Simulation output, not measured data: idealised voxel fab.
The process module that follows is named voxel plated lines.
This is section cut - it's 255 nm across, gridded in 5 nm square cells.
If you're reading a cross-section in this doc, picture square cells in a grid; it comes to you as bands, top ones listed first down to the bottom, and a band can be one or more rows of cells.
First you get the band's top height and its bottom height, in nm, and then the materials it's made of, left to right, with each width in nm. If you see a single material with "all across", that one covers the band edge to edge. "blank" is empty space.
Measure heights from 0. That's the level where, below it, the as-received wafer is all one material. The lowest band is bottomless and extends downward; write it as in "0..down".
The width entry "30..40" should be interpreted row by row: the top row of cells in the band takes the first number, the bottom row takes the second number, and the change between adjacent rows is uniform throughout.
"no alteration" for a step: no cell of the cross-section changed in that step.
For the entry "Voids, sealed", the listed items are empty spaces with no open way to the top whose size is 8 cells or more; each item follows the pattern width x height at distance, where distance is from the left edge and all three are in nm.
What comes after the settings on a step's line is commentary from the simulator itself on that step.
When a step includes a mask, the "overlay nm" setting on its line states how far to the right of its planned place that mask lay, and negative values state how far to the left.

This section lists the process steps that were planned
1,RECEIVE | material Si
2,CONFORMAL_DEP | material Al2O3 | thk nm 15
3,DIRECTIONAL_DEP | material TiN | thk nm 5
4,PATTERN | tone open | mask id LINES | material resist | width nm 15 | pitch nm 40 | thk nm 30 | overlay nm 0
5,EPI | material Ru | thk nm 10
6,EPI | material Ru | thk nm 5
7,STRIP | etch materials resist
8,DIRECTIONAL_ETCH | etch materials TiN | depth nm 5
9,CONFORMAL_DEP | material SiO2 | thk nm 5

Wafer cross-section on receipt, i.e. after step 1
  0..down  Si all across
  Voids, sealed: none

Post-module cross-section of the first of two wafers (run per plan)
  40..35  blank 95 / SiO2 25 / blank 15 / SiO2 25 / blank 95
  35..20  blank 95 / SiO2 5 / Ru 15 / SiO2 5 / blank 15 / SiO2 5 / Ru 15 / SiO2 5 / blank 95
  20..15  SiO2 100 / TiN 15 / SiO2 25 / TiN 15 / SiO2 100
  15..0  Al2O3 all across
  0..down  Si all across
  Voids, sealed: none

Cross-sectional image of the second wafer of the two following completion of the module. Starting state and process plan were the same as for the first wafer; one execution error occurred
  25..15  SiO2 all across
  15..0  Al2O3 all across
  0..down  Si all across
  Voids, sealed: none
Error vs. plan: so step 3 ended up running with a different setting than we planned, it ran as DIRECTIONAL_DEP | material SiO2 | thk nm 5
at the end the second wafer has, in cells: Ru -18, SiO2 +35, TiN -6
